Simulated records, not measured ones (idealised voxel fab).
A process module follows: voxel transistor to metal.
Xsec cut, 285 nm wide, square cell size 5 nm.
Cross-sections here: square-cell grids, written as top-down lists of bands, a band being one or more rows of cells. For a band, the entry starts with two heights in nm, that of the top and then that of the bottom, and carries on with the band's materials in order from left to right, each alongside its width in nm; the word "everywhere" beside a single material means it fills the band edge to edge, and "empty" means empty space. Heights are expressed relative to 0, this being the level below which the as-received wafer comprises one material exclusively. The lowest band is unbounded in the downward direction and is denoted as in "0 -> down". It should be noted that a width expressed as "30->40" varies in equal increments from row to row of cells within the band, taking the value of the first number at the top row and that of the second number at the bottom row. Given "nothing changed" for a step, no cell of the cross-section differs between before and after that step. "Closed internal cavities": sealed empty spaces, 8 cells or more, no open way to top, listed width x height at distance, with distance from the left edge and width, height and distance in nm. What comes after the settings on a step's line is commentary from the simulator itself on that step. The "overlay nm" setting may appear on a step's line; for a step that uses a mask, it gives how far to the right of its planned position the mask lay, and a negative value indicates the left.

**Set out below are the planned steps of the process**
- 1: RECEIVE (material Si)
- 2: CONFORMAL_DEP (material SiO2; thk nm 5)
- 3: CONFORMAL_DEP (material SiN; thk nm 10)
- 4: PATTERN (tone cover; mask id ACTIVE; material resist; width nm 115; pitch nm 135; thk nm 20; overlay nm 0)
- 5: DIRECTIONAL_ETCH (etch materials SiN; depth nm 10)
- 6: DIRECTIONAL_ETCH (etch materials SiO2; depth nm 5)
- 7: DIRECTIONAL_ETCH (etch materials Si; depth nm 20)
- 8: STRIP (etch materials resist)
- 9: FILL_DEP (material SiO2; thk nm 5)
- 10: CMP (height nm 15)
- 11: SELECTIVE_ETCH (etch materials SiO2; depth nm 10)
- 12: STRIP (etch materials SiN)
- 13: SELECTIVE_ETCH (etch materials SiO2; depth nm 5)
- 14: OXIDIZE (depth nm 5)
- 15: DIRECTIONAL_DEP (material polySi; thk nm 30)
- 16: DIRECTIONAL_DEP (material SiCN; thk nm 15)
- 17: PATTERN (tone cover; mask id GATE; material resist; width nm 25; pitch nm 135; thk nm 20; overlay nm 0)
- 18: DIRECTIONAL_ETCH (etch materials SiCN; depth nm 25)
- 19: DIRECTIONAL_ETCH (etch materials polySi; depth nm 40)
- 20: STRIP (etch materials resist)
- 21: CONFORMAL_DEP (material SiO2; thk nm 5)
- 22: DIRECTIONAL_ETCH (etch materials SiO2; depth nm 5)
- 23: CONFORMAL_DEP (material SiN; thk nm 5)
- 24: DIRECTIONAL_ETCH (etch materials SiN; depth nm 5)
- 25: DIRECTIONAL_ETCH (etch materials SiO2; depth nm 5)
- 26: DIRECTIONAL_ETCH (etch materials Si; depth nm 10)
- 27: EPI (material pSi; thk nm 15)
- 28: FILL_DEP (material SiO2; thk nm 5)
- 29: CMP (height nm 45)
- 30: DIRECTIONAL_DEP (material SiO2; thk nm 10)
- 31: PATTERN (tone open; mask id CONTACT; material resist; width nm 15; thk nm 15; overlay nm 0)
- 32: DIRECTIONAL_ETCH (etch materials SiO2; depth nm 55)
- 33: STRIP (etch materials resist)
- 34: CONFORMAL_DEP (material TiN; thk nm 5)
- 35: FILL_DEP (material W; thk nm 10)
- 36: CMP (height nm 55)
- 37: CONFORMAL_DEP (material SiCN; thk nm 5)
- 38: DIRECTIONAL_DEP (material SiO2; thk nm 20)
- 39: DIRECTIONAL_DEP (material aC; thk nm 10)
- 40: PATTERN (tone open; mask id METAL_1; material resist; width nm 15; thk nm 30; overlay nm 0)
- 41: DIRECTIONAL_ETCH (etch materials aC; depth nm 10)
- 42: STRIP (etch materials resist)
- 43: DIRECTIONAL_ETCH (etch materials SiO2; depth nm 20)
- 44: DIRECTIONAL_ETCH (etch materials SiCN; depth nm 5)
- 45: STRIP (etch materials aC)
- 46: CONFORMAL_DEP (material TiN; thk nm 5)
- 47: FILL_DEP (material Cu; thk nm 5)
- 48: CMP (height nm 80)
- 49: CONFORMAL_DEP (material SiCN; thk nm 5)
- 50: DIRECTIONAL_DEP (material lowk; thk nm 35)
- 51: PATTERN (tone open; mask id METAL_2; material resist; width nm 15; pitch nm 135; thk nm 15; overlay nm 0)
- 52: DIRECTIONAL_ETCH (etch materials lowk; depth nm 20)
- 53: STRIP (etch materials resist)
- 54: MASKED_ETCH (tone open; mask id METAL_2_HOLES; width nm 15; pitch nm 135; etch materials lowk; depth nm 15; overlay nm 0)
- 55: MASKED_ETCH (tone open; mask id METAL_2_HOLES; width nm 15; pitch nm 135; etch materials SiCN; depth nm 5; overlay nm 0)
- 56: CONFORMAL_DEP (material TiN; thk nm 5)
- 57: FILL_DEP (material Ru; thk nm 5)
- 58: CMP (height nm 120)
- 59: CONFORMAL_DEP (material SiN; thk nm 5)

**As-received state of the wafer in cross-section, equivalent to post-step 1**
* 0 -> down | Si everywhere
* Closed internal cavities: none

**As-planned run: cross-section of the first of two wafers at end of module**
* 125 -> 120 | SiN everywhere
* 120 -> 85 | 25 lowk; 5 TiN; 5 Ru; 5 TiN; 120 lowk; 5 TiN; 5 Ru; 5 TiN; 110 lowk
* 85 -> 80 | 25 SiCN; 15 TiN; 120 SiCN; 15 TiN; 110 SiCN
* 80 -> 60 | 25 SiO2; 5 TiN; 5 Cu; 5 TiN; 65 SiO2; 5 TiN; 5 Cu; 5 TiN; 40 SiO2; 5 TiN; 5 Cu; 5 TiN; 65 SiO2; 5 TiN; 5 Cu; 5 TiN; 30 SiO2
* 60 -> 55 | 25 SiCN; 15 TiN; 65 SiCN; 15 TiN; 40 SiCN; 15 TiN; 65 SiCN; 15 TiN; 30 SiCN
* 55 -> 45 | 25 SiO2; 5 TiN; 5 W; 5 TiN; 65 SiO2; 5 TiN; 5 W; 5 TiN; 40 SiO2; 5 TiN; 5 W; 5 TiN; 65 SiO2; 5 TiN; 5 W; 5 TiN; 30 SiO2
* 45 -> 30 | 25 SiO2; 5 TiN; 5 W; 5 TiN; 10 SiO2; 5 SiN; 5 SiO2; 25 SiCN; 5 SiO2; 5 SiN; 10 SiO2; 5 TiN; 5 W; 5 TiN; 40 SiO2; 5 TiN; 5 W; 5 TiN; 10 SiO2; 5 SiN; 5 SiO2; 25 SiCN; 5 SiO2; 5 SiN; 10 SiO2; 5 TiN; 5 W; 5 TiN; 30 SiO2
* 30 -> 15 | 25 SiO2; 5 TiN; 5 W; 5 TiN; 10 SiO2; 5 SiN; 5 SiO2; 25 polySi; 5 SiO2; 5 SiN; 10 SiO2; 5 TiN; 5 W; 5 TiN; 40 SiO2; 5 TiN; 5 W; 5 TiN; 10 SiO2; 5 SiN; 5 SiO2; 25 polySi; 5 SiO2; 5 SiN; 10 SiO2; 5 TiN; 5 W; 5 TiN; 30 SiO2
* 15 -> 10 | 25 SiO2; 15 TiN; 10 SiO2; 5 SiN; 5 SiO2; 25 polySi; 5 SiO2; 5 SiN; 10 SiO2; 15 TiN; 40 SiO2; 15 TiN; 10 SiO2; 5 SiN; 5 SiO2; 25 polySi; 5 SiO2; 5 SiN; 10 SiO2; 15 TiN; 30 SiO2
* 10 -> 0 | 25 SiO2; 10 TiN; 15 pSi; 5 SiN; 5 SiO2; 25 polySi; 5 SiO2; 5 SiN; 15 pSi; 10 TiN; 40 SiO2; 10 TiN; 15 pSi; 5 SiN; 5 SiO2; 25 polySi; 5 SiO2; 5 SiN; 15 pSi; 10 TiN; 30 SiO2
* 0 -> -5 | 10 SiO2; 40 pSi; 45 SiO2; 40 pSi; 10 SiO2; 40 pSi; 45 SiO2; 40 pSi; 15 SiO2
* -5 -> -15 | 15 SiO2; 35 pSi; 45 Si; 35 pSi; 20 SiO2; 35 pSi; 45 Si; 35 pSi; 20 SiO2
* -15 -> -20 | 15 SiO2; 115 Si; 20 SiO2; 115 Si; 20 SiO2
* -20 -> down | Si everywhere
* Closed internal cavities: none

**This cross-section belongs to the second wafer of two at the end of the module; the start and the plan were shared with the first, and the run included one mistake**
* 125 -> 120 | SiN everywhere
* 120 -> 85 | 25 lowk; 5 TiN; 5 Ru; 5 TiN; 120 lowk; 5 TiN; 5 Ru; 5 TiN; 110 lowk
* 85 -> 80 | 25 SiCN; 15 TiN; 120 SiCN; 15 TiN; 110 SiCN
* 80 -> 60 | 25 SiO2; 5 TiN; 5 Cu; 5 TiN; 65 SiO2; 5 TiN; 5 Cu; 5 TiN; 40 SiO2; 5 TiN; 5 Cu; 5 TiN; 65 SiO2; 5 TiN; 5 Cu; 5 TiN; 30 SiO2
* 60 -> 55 | 25 SiCN; 15 TiN; 65 SiCN; 15 TiN; 40 SiCN; 15 TiN; 65 SiCN; 15 TiN; 30 SiCN
* 55 -> 45 | 25 SiO2; 5 TiN; 5 W; 5 TiN; 65 SiO2; 5 TiN; 5 W; 5 TiN; 40 SiO2; 5 TiN; 5 W; 5 TiN; 65 SiO2; 5 TiN; 5 W; 5 TiN; 30 SiO2
* 45 -> 30 | 25 SiO2; 5 TiN; 5 W; 5 TiN; 10 SiO2; 5 SiN; 5 SiO2; 25 SiCN; 5 SiO2; 5 SiN; 10 SiO2; 5 TiN; 5 W; 5 TiN; 40 SiO2; 5 TiN; 5 W; 5 TiN; 10 SiO2; 5 SiN; 5 SiO2; 25 SiCN; 5 SiO2; 5 SiN; 10 SiO2; 5 TiN; 5 W; 5 TiN; 30 SiO2
* 30 -> 15 | 25 SiO2; 5 TiN; 5 W; 5 TiN; 10 SiO2; 5 SiN; 5 SiO2; 25 polySi; 5 SiO2; 5 SiN; 10 SiO2; 5 TiN; 5 W; 5 TiN; 40 SiO2; 5 TiN; 5 W; 5 TiN; 10 SiO2; 5 SiN; 5 SiO2; 25 polySi; 5 SiO2; 5 SiN; 10 SiO2; 5 TiN; 5 W; 5 TiN; 30 SiO2
* 15 -> 10 | 25 SiO2; 15 TiN; 10 SiO2; 5 SiN; 5 SiO2; 25 polySi; 5 SiO2; 5 SiN; 10 SiO2; 15 TiN; 40 SiO2; 15 TiN; 10 SiO2; 5 SiN; 5 SiO2; 25 polySi; 5 SiO2; 5 SiN; 10 SiO2; 15 TiN; 30 SiO2
* 10 -> 5 | 25 SiO2; 10 TiN; 15 pSi; 5 SiN; 5 SiO2; 25 polySi; 5 SiO2; 5 SiN; 15 pSi; 10 TiN; 40 SiO2; 10 TiN; 15 pSi; 5 SiN; 5 SiO2; 25 polySi; 5 SiO2; 5 SiN; 15 pSi; 10 TiN; 30 SiO2
* 5 -> 0 | 10 SiO2; 40 pSi; 5 SiN; 5 SiO2; 25 polySi; 5 SiO2; 5 SiN; 40 pSi; 10 SiO2; 40 pSi; 5 SiN; 5 SiO2; 25 polySi; 5 SiO2; 5 SiN; 40 pSi; 15 SiO2
* 0 -> -5 | 10 SiO2; 40 pSi; 45 SiO2; 40 pSi; 10 SiO2; 40 pSi; 45 SiO2; 40 pSi; 15 SiO2
* -5 -> -10 | 20 SiO2; 30 pSi; 45 Si; 30 pSi; 30 SiO2; 30 pSi; 45 Si; 30 pSi; 25 SiO2
* -10 -> -15 | 15 SiO2; 5 Si; 30 pSi; 45 Si; 30 pSi; 5 Si; 20 SiO2; 5 Si; 30 pSi; 45 Si; 30 pSi; 5 Si; 20 SiO2
* -15 -> -20 | 15 SiO2; 115 Si; 20 SiO2; 115 Si; 20 SiO2
* -20 -> down | Si everywhere
* Closed internal cavities: none
It is concluded that the wafer was processed incorrectly with respect to the plan, in that the run left out plan step 2 entirely, so it was never executed
Materials where the second wafer ends with more or fewer cells than the first: +4 Si | -8 SiO2 | -8 TiN | +12 pSi
